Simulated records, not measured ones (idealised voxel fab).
The following is a process module called voxel wiring stack.
The width of the displayed cross-section, cut, is 245 nm; its cells are square, with a size of 5 nm.
Reading order for cross-sections: top band down to bottom band. Underlying form: a grid of square cells. Band size: one or more rows of cells.
It is stipulated that each band's entry specify, in nanometres, the height of the top of the band and then that of its bottom, followed by the materials of the band in left-to-right sequence, each together with its width in nanometres. A single material marked by the word "all across" is understood to fill the band from edge to edge; the word "empty" is understood to denote empty space.
Heights from 0 (as-received wafer is one material below). Bottom band endless downward, as "0 nm and below".
A two-number width, for instance "30..40", indicates that the width is equal to the first number in the top row of the band and to the second number in the bottom row, and that it changes by a constant amount per row of cells.
Key: "remained the same" - step with no changed cell in the cross-section.
Heads up: "Fully sealed voids" only lists the empty pockets with no open path to the top that are 8 cells or more, and it writes them as width x height at distance, distance from the left edge, in nm.
Past the settings on a step's line: simulator remark, on that step.
A step's line can hold "overlay nm"; with a mask on that step, the setting says how far right of the planned place the mask lay, while a negative setting says it lay to the left.
**Set out below are the planned steps of the process**
1 RECEIVE, material Si
2 CONFORMAL_DEP, material SiO2, thk nm 15
3 DIRECTIONAL_DEP, material TiN, thk nm 5
4 DIRECTIONAL_DEP, material Ru, thk nm 15
5 MASKED_ETCH, tone cover, mask id METAL_1, width nm 30, pitch nm 60, etch materials Ru, depth nm 15, overlay nm 0
6 MASKED_ETCH, tone cover, mask id METAL_1, width nm 30, pitch nm 60, etch materials TiN, depth nm 5, overlay nm 0
7 CONFORMAL_DEP, material SiCN, thk nm 5
8 FILL_DEP, material SiO2, thk nm 5
9 CMP, height nm 35
10 CONFORMAL_DEP, material SiCN, thk nm 5
11 DIRECTIONAL_DEP, material lowk, thk nm 25
12 PATTERN, tone open, mask id METAL_2, material resist, width nm 30, pitch nm 60, thk nm 20, overlay nm 0
13 DIRECTIONAL_ETCH, etch materials lowk, depth nm 15
14 STRIP, etch materials resist
15 PATTERN, tone open, mask id METAL_2_HOLES, material resist, width nm 15, pitch nm 120, thk nm 15, overlay nm 0
16 DIRECTIONAL_ETCH, etch materials lowk, depth nm 10
17 DIRECTIONAL_ETCH, etch materials SiCN, depth nm 5
18 STRIP, etch materials resist
19 CONFORMAL_DEP, material TiN, thk nm 5
20 FILL_DEP, material Cu, thk nm 5
21 CMP, height nm 65
22 CONFORMAL_DEP, material SiCN, thk nm 5
23 DIRECTIONAL_DEP, material SiO2, thk nm 30
24 MASKED_ETCH, tone open, mask id METAL_3, width nm 30, pitch nm 60, etch materials SiO2, depth nm 15, overlay nm 0
25 DIRECTIONAL_DEP, material aC, thk nm 10
26 PATTERN, tone open, mask id METAL_3_HOLES, material resist, width nm 15, pitch nm 120, thk nm 25, overlay nm 0
27 DIRECTIONAL_ETCH, etch materials aC, depth nm 10
28 STRIP, etch materials resist
29 DIRECTIONAL_ETCH, etch materials SiO2, depth nm 15
30 DIRECTIONAL_ETCH, etch materials SiCN, depth nm 5
31 STRIP, etch materials aC
32 CONFORMAL_DEP, material TiN, thk nm 5
33 FILL_DEP, material Cu, thk nm 10
34 CMP, height nm 100
35 CONFORMAL_DEP, material SiCN, thk nm 5
36 DIRECTIONAL_DEP, material lowk, thk nm 10
37 MASKED_ETCH, tone open, mask id PLUG_3, width nm 15, pitch nm 60, etch materials lowk, depth nm 10, overlay nm 0
38 MASKED_ETCH, tone open, mask id PLUG_3, width nm 15, pitch nm 60, etch materials SiCN, depth nm 5, overlay nm 0
39 CONFORMAL_DEP, material TiN, thk nm 5
40 FILL_DEP, material Cu, thk nm 5
41 CMP, height nm 115
42 CONFORMAL_DEP, material SiN, thk nm 5
43 DIRECTIONAL_DEP, material SiO2, thk nm 25
44 PATTERN, tone open, mask id METAL_4, material resist, width nm 30, pitch nm 60, thk nm 15, overlay nm 0
45 DIRECTIONAL_ETCH, etch materials SiO2, depth nm 25
46 DIRECTIONAL_ETCH, etch materials SiN, depth nm 5
47 STRIP, etch materials resist
48 CONFORMAL_DEP, material TiN, thk nm 5
49 FILL_DEP, material W, thk nm 10
50 CMP, height nm 145
51 EPI, material Ru, thk nm 5
52 FILL_DEP, material SiCN, thk nm 5
**Cross-section of the wafer upon arrival, representing the state reached after step 1**
> 0 nm and below: Si all across
> Fully sealed voids: none
**What the wafer looks like in cross-section after this module, when it starts as shown above and follows the plan above but one mistake is made in running it**
> 155 nm to 150 nm: SiCN all across
> 150 nm to 145 nm: 30 SiCN  40 Ru  20 SiCN  40 Ru  20 SiCN  40 Ru  55 SiCN
> 145 nm to 120 nm: 35 SiO2  5 TiN  20 W  5 TiN  30 SiO2  5 TiN  20 W  5 TiN  30 SiO2  5 TiN  20 W  5 TiN  60 SiO2
> 120 nm to 115 nm: 35 SiN  30 TiN  30 SiN  30 TiN  30 SiN  30 TiN  60 SiN
> 115 nm to 105 nm: 45 lowk  5 TiN  5 Cu  5 TiN  45 lowk  5 TiN  5 Cu  5 TiN  45 lowk  5 TiN  5 Cu  5 TiN  65 lowk
> 105 nm to 100 nm: 45 SiCN  15 TiN  45 SiCN  15 TiN  45 SiCN  15 TiN  65 SiCN
> 100 nm to 90 nm: 45 SiO2  5 TiN  20 Cu  5 TiN  30 SiO2  5 TiN  20 Cu  5 TiN  30 SiO2  5 TiN  20 Cu  5 TiN  50 SiO2
> 90 nm to 85 nm: 45 SiO2  5 TiN  5 Cu  20 TiN  30 SiO2  30 TiN  30 SiO2  5 TiN  5 Cu  20 TiN  50 SiO2
> 85 nm to 70 nm: 45 SiO2  5 TiN  5 Cu  5 TiN  105 SiO2  5 TiN  5 Cu  5 TiN  65 SiO2
> 70 nm to 65 nm: 45 SiCN  15 TiN  105 SiCN  15 TiN  65 SiCN
> 65 nm to 55 nm: 45 lowk  5 TiN  20 Cu  5 TiN  30 lowk  5 TiN  20 Cu  5 TiN  30 lowk  5 TiN  20 Cu  5 TiN  50 lowk
> 55 nm to 50 nm: 45 lowk  5 TiN  5 Cu  20 TiN  30 lowk  30 TiN  30 lowk  5 TiN  5 Cu  20 TiN  50 lowk
> 50 nm to 40 nm: 45 lowk  5 TiN  5 Cu  5 TiN  105 lowk  5 TiN  5 Cu  5 TiN  65 lowk
> 40 nm to 35 nm: 45 SiCN  15 TiN  105 SiCN  15 TiN  65 SiCN
> 35 nm to 20 nm: 40 SiO2  5 SiCN  30 Ru  5 SiCN  20 SiO2  5 SiCN  30 Ru  5 SiCN  20 SiO2  5 SiCN  30 Ru  5 SiCN  45 SiO2
> 20 nm to 15 nm: 45 SiCN  30 TiN  30 SiCN  30 TiN  30 SiCN  30 TiN  50 SiCN
> 15 nm to 0 nm: SiO2 all across
> 0 nm and below: Si all across
> Fully sealed voids: none
What went wrong in running the wafer? off-plan run, step 44, actual operation and settings PATTERN, tone open, mask id METAL_4, material resist, width nm 30, pitch nm 60, thk nm 15, overlay nm -10
